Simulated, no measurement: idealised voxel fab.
Title: Process Module voxel self aligned contacts
Displayed cross-section: cut, width of 300 nm, square cells sized 5 nm.
This document writes a cross-section as a grid whose cells are square, and gives it as bands, listed from the top down; one or more rows of cells form a band.
The entry gives the band's vertical extent as a top height and a bottom height in nm, then its horizontal make-up as materials from left to right, each with a width in nm. "air" stands for empty space; a single material marked "all across" fills the band edge to edge.
A quick word on heights: they are counted from 0, and under that level the wafer as it came to us is one material throughout. The lowest band is different from the rest in having no bottom; it simply continues downward, written as in "top 0, no bottom".
Per-row width for "30->40": begins at first number (top row of band), ends at second number (bottom row), increment between rows held constant.
When a step is marked "nothing changed", none of the cells in the cross-section changed during that step.
Empty spaces counting at least 8 cells and having no open way to the top are listed in "Entrapped void list". The notation width x height at distance is used for each, the distance being from the left edge and all three values in nm.
Post-settings text on a step line: simulator's own remark regarding the step.
overlay nm: right-of-plan distance of the mask on a masked step; negative values mean left-of-plan.

[So here's the lineup of process steps we planned]
1 RECEIVE: material Si
2 CONFORMAL_DEP: material SiO2, thk nm 5
3 DIRECTIONAL_DEP: material polySi, thk nm 20
4 DIRECTIONAL_DEP: material SiN, thk nm 25
5 MASKED_ETCH: tone cover, mask id GATE, width nm 30, pitch nm 75, etch materials SiN, depth nm 25, overlay nm 0
6 MASKED_ETCH: tone cover, mask id GATE, width nm 30, pitch nm 75, etch materials polySi, depth nm 20, overlay nm 0
7 CONFORMAL_DEP: material SiN, thk nm 10
8 DIRECTIONAL_ETCH: etch materials SiN, depth nm 10
9 FILL_DEP: material SiO2, thk nm 15
10 CMP: height nm 60
11 DIRECTIONAL_DEP: material aC, thk nm 15
12 PATTERN: tone open, mask id CONTACT, material resist, width nm 55, thk nm 30, overlay nm 0
13 DIRECTIONAL_ETCH: etch materials aC, depth nm 15
14 STRIP: etch materials resist
15 DIRECTIONAL_ETCH: etch materials SiO2, depth nm 60
16 STRIP: etch materials aC
17 CONFORMAL_DEP: material TiN, thk nm 5
18 FILL_DEP: material W, thk nm 10
19 CMP: height nm 60
20 CONFORMAL_DEP: material SiN, thk nm 5

[Incoming wafer, cross-sectional view, post step 1]
top 0, no bottom: Si all across
Entrapped void list: none

[Post-module cross-section: identical start and plan to those above, one misstep in execution]
top 65, bottom 60: SiN all across
top 60, bottom 55: 85 nm SiO2; 50 nm SiN; 5 nm TiN; 15 nm W; 5 nm TiN; 50 nm SiN; 90 nm SiO2
top 55, bottom 50: 85 nm SiO2; 50 nm SiN; 25 nm TiN; 50 nm SiN; 90 nm SiO2
top 50, bottom 25: SiN all across
top 25, bottom 5: polySi all across
top 5, bottom 0: SiO2 all across
top 0, no bottom: Si all across
Entrapped void list: none
what went wrong: twice over, step 4 of the plan was run
